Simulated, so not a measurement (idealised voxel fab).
process module | voxel wiring stack
cross-section cut | 285 nm wide | cells 5 nm
A cross-section is a grid of square cells, given in bands from the top down. A band is one or more rows of cells.
Each band's line starts with the height of the band's top and of its bottom, in nm. Then come its materials from left to right, each with its width in nm. One material with "throughout" fills the band from edge to edge. "air" is empty space.
Height 0 is the level under which the wafer as received is all one material. The lowest band goes on downwards, as in "0 down".
A width such as "30 to 40" changes by the same amount from each row of cells to the next, from the band's top row to its bottom row.
"no change" after a step means that no cell of the cross-section changed.
closed voids: empty space of 8 cells or more with no open way to the top, each as width x height at its distance from the left edge, in nm
after a step's settings: what the simulator itself notes on the step
overlay nm, on a step with a mask: how far to the right of its planned place the mask lay; to the left if negative
plan
1 op RECEIVE | material Si
2 op CONFORMAL_DEP | material SiO2 | thk nm 15
3 op CONFORMAL_DEP | material SiCN | thk nm 5
4 op DIRECTIONAL_DEP | material SiO2 | thk nm 25
5 op MASKED_ETCH | tone open | mask id METAL_1 | width nm 25 | pitch nm 40 | etch materials SiO2 | depth nm 25 | overlay nm 0
6 op MASKED_ETCH | tone open | mask id METAL_1 | width nm 25 | pitch nm 40 | etch materials SiCN | depth nm 5 | overlay nm 0
7 op CONFORMAL_DEP | material TiN | thk nm 5
8 op FILL_DEP | material Ru | thk nm 10
9 op CMP | height nm 45
10 op EPI | material Ru | thk nm 5
11 op FILL_DEP | material SiCN | thk nm 5
12 op DIRECTIONAL_DEP | material lowk | thk nm 35
13 op MASKED_ETCH | tone open | mask id METAL_2 | width nm 25 | pitch nm 40 | etch materials lowk | depth nm 20 | overlay nm 0
14 op MASKED_ETCH | tone open | mask id METAL_2_HOLES | width nm 15 | pitch nm 80 | etch materials lowk | depth nm 15 | overlay nm 0
15 op MASKED_ETCH | tone open | mask id METAL_2_HOLES | width nm 15 | pitch nm 80 | etch materials SiCN | depth nm 5 | overlay nm 0
16 op CONFORMAL_DEP | material TiN | thk nm 5
17 op FILL_DEP | material Cu | thk nm 5
18 op CMP | height nm 90
19 op CONFORMAL_DEP | material SiCN | thk nm 5
20 op DIRECTIONAL_DEP | material SiO2 | thk nm 10
21 op DIRECTIONAL_DEP | material aC | thk nm 15
22 op PATTERN | tone open | mask id PLUG_2 | material resist | width nm 15 | pitch nm 40 | thk nm 35 | overlay nm 0
23 op DIRECTIONAL_ETCH | etch materials aC | depth nm 15
24 op STRIP | etch materials resist
25 op DIRECTIONAL_ETCH | etch materials SiO2 | depth nm 10
26 op DIRECTIONAL_ETCH | etch materials SiCN | depth nm 5
27 op STRIP | etch materials aC
28 op EPI | material Ru | thk nm 10
29 op EPI | material Ru | thk nm 5
30 op CONFORMAL_DEP | material SiN | thk nm 5
31 op DIRECTIONAL_DEP | material lowk | thk nm 20
32 op DIRECTIONAL_DEP | material aC | thk nm 10
33 op PATTERN | tone open | mask id METAL_3 | material resist | width nm 25 | pitch nm 40 | thk nm 30 | overlay nm 0
34 op DIRECTIONAL_ETCH | etch materials aC | depth nm 10
35 op STRIP | etch materials resist
36 op DIRECTIONAL_ETCH | etch materials lowk | depth nm 20
37 op DIRECTIONAL_ETCH | etch materials SiN | depth nm 5
38 op STRIP | etch materials aC
39 op CONFORMAL_DEP | material TiN | thk nm 5
40 op FILL_DEP | material W | thk nm 10
41 op CMP | height nm 130
42 op CONFORMAL_DEP | material SiCN | thk nm 5
43 op DIRECTIONAL_DEP | material lowk | thk nm 15
44 op DIRECTIONAL_DEP | material aC | thk nm 15
45 op PATTERN | tone open | mask id PLUG_3 | material resist | width nm 15 | pitch nm 80 | thk nm 35 | overlay nm 0
46 op DIRECTIONAL_ETCH | etch materials aC | depth nm 15
47 op STRIP | etch materials resist
48 op DIRECTIONAL_ETCH | etch materials lowk | depth nm 15
49 op DIRECTIONAL_ETCH | etch materials SiCN | depth nm 5
50 op STRIP | etch materials aC
51 op EPI | material Ru | thk nm 10
52 op EPI | material Ru | thk nm 10
53 op DIRECTIONAL_DEP | material TiN | thk nm 5
54 op DIRECTIONAL_DEP | material Ru | thk nm 15
55 op MASKED_ETCH | tone cover | mask id METAL_4 | width nm 25 | pitch nm 40 | etch materials Ru | depth nm 15 | overlay nm 0
56 op MASKED_ETCH | tone cover | mask id METAL_4 | width nm 25 | pitch nm 40 | etch materials TiN | depth nm 5 | overlay nm 0
57 op CONFORMAL_DEP | material SiCN | thk nm 5
58 op FILL_DEP | material lowk | thk nm 10
59 op CMP | height nm 170
60 op CONFORMAL_DEP | material SiCN | thk nm 5
as received, after step 1
  0 down: Si throughout
  closed voids: none
first wafer at the end, as planned
  175 to 170: SiCN throughout
  170 to 155: lowk 65 | SiCN 5 | Ru 25 | SiCN 5 | lowk 5 | SiCN 5 | Ru 25 | SiCN 5 | lowk 5 | SiCN 5 | Ru 25 | SiCN 5 | lowk 5 | SiCN 5 | Ru 25 | SiCN 5 | lowk 65
  155 to 150: SiCN 70 | TiN 25 | SiCN 15 | TiN 25 | SiCN 15 | TiN 25 | SiCN 15 | TiN 25 | SiCN 70
  150 to 135: lowk 70 | Ru 15 | lowk 65 | Ru 15 | lowk 120
  135 to 130: SiCN 70 | Ru 15 | SiCN 65 | Ru 15 | SiCN 120
  130 to 110: lowk 70 | TiN 5 | W 15 | TiN 5 | lowk 15 | TiN 5 | W 15 | TiN 5 | lowk 15 | TiN 5 | W 15 | TiN 5 | lowk 15 | TiN 5 | W 15 | TiN 5 | lowk 70
  110 to 105: SiN 70 | TiN 25 | SiN 15 | TiN 25 | SiN 15 | TiN 25 | SiN 15 | TiN 25 | SiN 70
  105 to 95: SiO2 70 | Ru 15 | SiO2 25 | Ru 15 | SiO2 25 | Ru 15 | SiO2 25 | Ru 15 | SiO2 80
  95 to 90: SiCN 70 | Ru 15 | SiCN 25 | Ru 15 | SiCN 25 | Ru 15 | SiCN 25 | Ru 15 | SiCN 80
  90 to 75: lowk 70 | TiN 5 | Cu 15 | TiN 5 | lowk 15 | TiN 5 | Cu 15 | TiN 5 | lowk 15 | TiN 5 | Cu 15 | TiN 5 | lowk 15 | TiN 5 | Cu 15 | TiN 5 | lowk 70
  75 to 70: lowk 70 | TiN 5 | Cu 5 | TiN 15 | lowk 15 | TiN 25 | lowk 15 | TiN 5 | Cu 5 | TiN 15 | lowk 15 | TiN 25 | lowk 70
  70 to 55: lowk 70 | TiN 5 | Cu 5 | TiN 5 | lowk 65 | TiN 5 | Cu 5 | TiN 5 | lowk 120
  55 to 50: SiCN 70 | TiN 15 | SiCN 65 | TiN 15 | SiCN 120
  50 to 45: SiCN 65 | Ru 35 | SiCN 5 | Ru 35 | SiCN 5 | Ru 35 | SiCN 5 | Ru 35 | SiCN 65
  45 to 20: SiO2 70 | TiN 5 | Ru 15 | TiN 5 | SiO2 15 | TiN 5 | Ru 15 | TiN 5 | SiO2 15 | TiN 5 | Ru 15 | TiN 5 | SiO2 15 | TiN 5 | Ru 15 | TiN 5 | SiO2 70
  20 to 15: SiCN 70 | TiN 25 | SiCN 15 | TiN 25 | SiCN 15 | TiN 25 | SiCN 15 | TiN 25 | SiCN 70
  15 to 0: SiO2 throughout
  0 down: Si throughout
  closed voids: none
second wafer at the end: like start, like plan, one mistake
  175 to 170: SiCN throughout
  170 to 155: lowk 65 | SiCN 5 | Ru 25 | SiCN 5 | lowk 5 | SiCN 5 | Ru 25 | SiCN 5 | lowk 5 | SiCN 5 | Ru 25 | SiCN 5 | lowk 5 | SiCN 5 | Ru 25 | SiCN 5 | lowk 65
  155 to 150: SiCN 70 | TiN 25 | SiCN 15 | TiN 25 | SiCN 15 | TiN 25 | SiCN 15 | TiN 25 | SiCN 70
  150 to 135: lowk 70 | Ru 15 | lowk 65 | Ru 15 | lowk 120
  135 to 130: SiCN 70 | Ru 15 | SiCN 65 | Ru 15 | SiCN 120
  130 to 110: lowk 70 | TiN 5 | W 15 | TiN 5 | lowk 15 | TiN 5 | W 15 | TiN 5 | lowk 15 | TiN 5 | W 15 | TiN 5 | lowk 15 | TiN 5 | W 15 | TiN 5 | lowk 70
  110 to 105: SiN 70 | TiN 25 | SiN 15 | TiN 25 | SiN 15 | TiN 25 | SiN 15 | TiN 25 | SiN 70
  105 to 95: SiO2 70 | Ru 15 | SiO2 25 | Ru 15 | SiO2 25 | Ru 15 | SiO2 25 | Ru 15 | SiO2 80
  95 to 90: SiCN 70 | Ru 15 | SiCN 25 | Ru 15 | SiCN 25 | Ru 15 | SiCN 25 | Ru 15 | SiCN 80
  90 to 75: lowk 70 | TiN 5 | Cu 15 | TiN 5 | lowk 15 | TiN 5 | Cu 15 | TiN 5 | lowk 15 | TiN 5 | Cu 15 | TiN 5 | lowk 15 | TiN 5 | Cu 15 | TiN 5 | lowk 70
  75 to 70: lowk 70 | TiN 5 | Cu 5 | TiN 15 | lowk 15 | TiN 25 | lowk 15 | TiN 5 | Cu 5 | TiN 15 | lowk 15 | TiN 25 | lowk 70
  70 to 55: lowk 70 | TiN 5 | Cu 5 | TiN 5 | lowk 65 | TiN 5 | Cu 5 | TiN 5 | lowk 120
  55 to 50: SiCN 70 | TiN 15 | SiCN 65 | TiN 15 | SiCN 120
  50 to 45: SiCN 70 | Ru 35 | SiCN 5 | Ru 35 | SiCN 5 | Ru 35 | SiCN 5 | Ru 35 | SiCN 60
  45 to 25: SiO2 75 | TiN 5 | Ru 15 | TiN 5 | SiO2 15 | TiN 5 | Ru 15 | TiN 5 | SiO2 15 | TiN 5 | Ru 15 | TiN 5 | SiO2 15 | TiN 5 | Ru 15 | TiN 5 | SiO2 65
  25 to 20: SiO2 75 | TiN 5 | Ru 10 | TiN 10 | SiO2 15 | TiN 5 | Ru 10 | TiN 10 | SiO2 15 | TiN 5 | Ru 10 | TiN 10 | SiO2 15 | TiN 5 | Ru 10 | TiN 10 | SiO2 65
  20 to 15: SiCN 75 | TiN 20 | SiCN 20 | TiN 20 | SiCN 20 | TiN 20 | SiCN 20 | TiN 20 | SiCN 70
  15 to 0: SiO2 throughout
  0 down: Si throughout
  closed voids: none
what went wrong: step 5 ran as: op MASKED_ETCH | tone open | mask id METAL_1 | width nm 25 | pitch nm 40 | etch materials SiO2 | depth nm 25 | overlay nm 5
at the end the second wafer has, in cells: 4 fewer of Ru | 4 more of SiCN
